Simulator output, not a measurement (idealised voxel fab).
Process module name: voxel transistor to metal
Cross-section cut: width 195 nm, square cells of 5 nm.
Notation: cross-section as square-cell grid; stated in bands, top first, going down; one or more cell rows per band. Look at the band entry: it leads with the top's height and the bottom's height in nm. Then it lists the materials left to right, with a width in nm for each. The word "throughout" on a single material says that material fills the band edge to edge. The word "air" is empty space. Where do heights start? At 0: under that level the wafer as delivered is made of one material only. And the lowest band has no floor; it just carries on downward, as in "0 and below". The expression "30 to 40" gives the width at the extremes of the band, the first number at its top row of cells and the second at its bottom row, with the width changing by equal amounts from each row to the next in between. Reading "no alteration" for a step: not a cell of the cross-section changed in it. The label "Sealed void inventory" introduces a list of the empty spaces, 8 cells or larger, that have no open way up to the top; each entry in it reads width x height at distance, where the distance is taken from the left edge and all three are stated in nm. On each step's line, the part that comes after the settings is the simulator's own comment on the step. If you see "overlay nm" on a step's line and that step has a mask, it's telling you how far right of where it was planned the mask ended up; a negative number means it went left instead.

**Here's what the planned process steps look like**
1,RECEIVE,material Si
2,CONFORMAL_DEP,material SiO2,thk nm 5
3,CONFORMAL_DEP,material SiN,thk nm 10
4,DIRECTIONAL_DEP,material aC,thk nm 10
5,PATTERN,tone cover,mask id ACTIVE,material resist,width nm 115,thk nm 25,overlay nm 0
6,DIRECTIONAL_ETCH,etch materials aC,depth nm 10
7,STRIP,etch materials resist
8,DIRECTIONAL_ETCH,etch materials SiN,depth nm 10
9,DIRECTIONAL_ETCH,etch materials SiO2,depth nm 5
10,DIRECTIONAL_ETCH,etch materials Si,depth nm 25
11,STRIP,etch materials aC
12,FILL_DEP,material SiO2,thk nm 5
13,CMP,height nm 15
14,SELECTIVE_ETCH,etch materials SiO2,depth nm 10
15,STRIP,etch materials SiN
16,SELECTIVE_ETCH,etch materials SiO2,depth nm 5
17,OXIDIZE,depth nm 5
18,DIRECTIONAL_DEP,material polySi,thk nm 25
19,DIRECTIONAL_DEP,material SiCN,thk nm 15
20,MASKED_ETCH,tone cover,mask id GATE,width nm 25,etch materials SiCN,depth nm 25,overlay nm 0
21,MASKED_ETCH,tone cover,mask id GATE,width nm 25,etch materials polySi,depth nm 35,overlay nm 0
22,CONFORMAL_DEP,material SiO2,thk nm 5
23,DIRECTIONAL_ETCH,etch materials SiO2,depth nm 5
24,CONFORMAL_DEP,material SiN,thk nm 10
25,DIRECTIONAL_ETCH,etch materials SiN,depth nm 10
26,DIRECTIONAL_ETCH,etch materials SiO2,depth nm 5
27,DIRECTIONAL_ETCH,etch materials Si,depth nm 5
28,EPI,material SiGe,thk nm 10
29,FILL_DEP,material SiO2,thk nm 5
30,CMP,height nm 25
31,STRIP,etch materials polySi
32,SELECTIVE_ETCH,etch materials SiO2,depth nm 5
33,CONFORMAL_DEP,material HfO2,thk nm 5
34,CONFORMAL_DEP,material TiN,thk nm 5
35,FILL_DEP,material W,thk nm 5
36,CMP,height nm 20
37,DIRECTIONAL_DEP,material SiO2,thk nm 10
38,MASKED_ETCH,tone open,mask id CONTACT,width nm 20,pitch nm 75,etch materials SiO2,depth nm 30,overlay nm 0
39,CONFORMAL_DEP,material TiN,thk nm 5
40,FILL_DEP,material W,thk nm 5
41,CMP,height nm 30
42,CONFORMAL_DEP,material SiCN,thk nm 5
43,DIRECTIONAL_DEP,material SiO2,thk nm 15
44,DIRECTIONAL_DEP,material aC,thk nm 15
45,PATTERN,tone open,mask id METAL_1,material resist,width nm 20,pitch nm 75,thk nm 30,overlay nm 0
46,DIRECTIONAL_ETCH,etch materials aC,depth nm 15
47,STRIP,etch materials resist
48,DIRECTIONAL_ETCH,etch materials SiO2,depth nm 15
49,DIRECTIONAL_ETCH,etch materials SiCN,depth nm 5
50,STRIP,etch materials aC
51,CONFORMAL_DEP,material TiN,thk nm 5
52,FILL_DEP,material Ru,thk nm 5
53,CMP,height nm 50
54,CONFORMAL_DEP,material SiN,thk nm 5

**Cross-sectional view of the wafer in its as-received condition, corresponding to the state after step 1**
> 0 and below  Si throughout
> Sealed void inventory: none

**This is how the wafer looks in cross-section once the module is done, given the starting state and plan above and one mistake in carrying the plan out**
> 55 down to 50  SiN throughout
> 50 down to 35  50 SiO2, then 5 TiN, then 10 Ru, then 5 TiN, then 55 SiO2, then 5 TiN, then 10 Ru, then 5 TiN, then 50 SiO2
> 35 down to 30  50 SiCN, then 20 TiN, then 55 SiCN, then 20 TiN, then 50 SiCN
> 30 down to 20  50 SiO2, then 5 TiN, then 10 W, then 5 TiN, then 55 SiO2, then 5 TiN, then 10 W, then 5 TiN, then 50 SiO2
> 20 down to 10  50 SiO2, then 5 TiN, then 10 W, then 5 TiN, then 10 SiN, then 5 TiN, then 25 W, then 5 TiN, then 10 SiN, then 5 TiN, then 10 W, then 5 TiN, then 50 SiO2
> 10 down to 5  50 SiO2, then 20 TiN, then 10 SiN, then 5 TiN, then 25 W, then 5 TiN, then 10 SiN, then 20 TiN, then 50 SiO2
> 5 down to 0  50 SiO2, then 10 TiN, then 10 SiGe, then 10 SiN, then 5 TiN, then 25 W, then 5 TiN, then 10 SiN, then 10 SiGe, then 10 TiN, then 50 SiO2
> 0 down to -5  35 SiO2, then 35 SiGe, then 10 SiO2, then 35 TiN, then 10 SiO2, then 35 SiGe, then 35 SiO2
> -5 down to -10  40 SiO2, then 30 SiGe, then 55 Si, then 30 SiGe, then 40 SiO2
> -10 down to -25  40 SiO2, then 115 Si, then 40 SiO2
> -25 and below  Si throughout
> Sealed void inventory: none
What was done differently from what was planned? the plan's step 33 went unexecuted, having been skipped
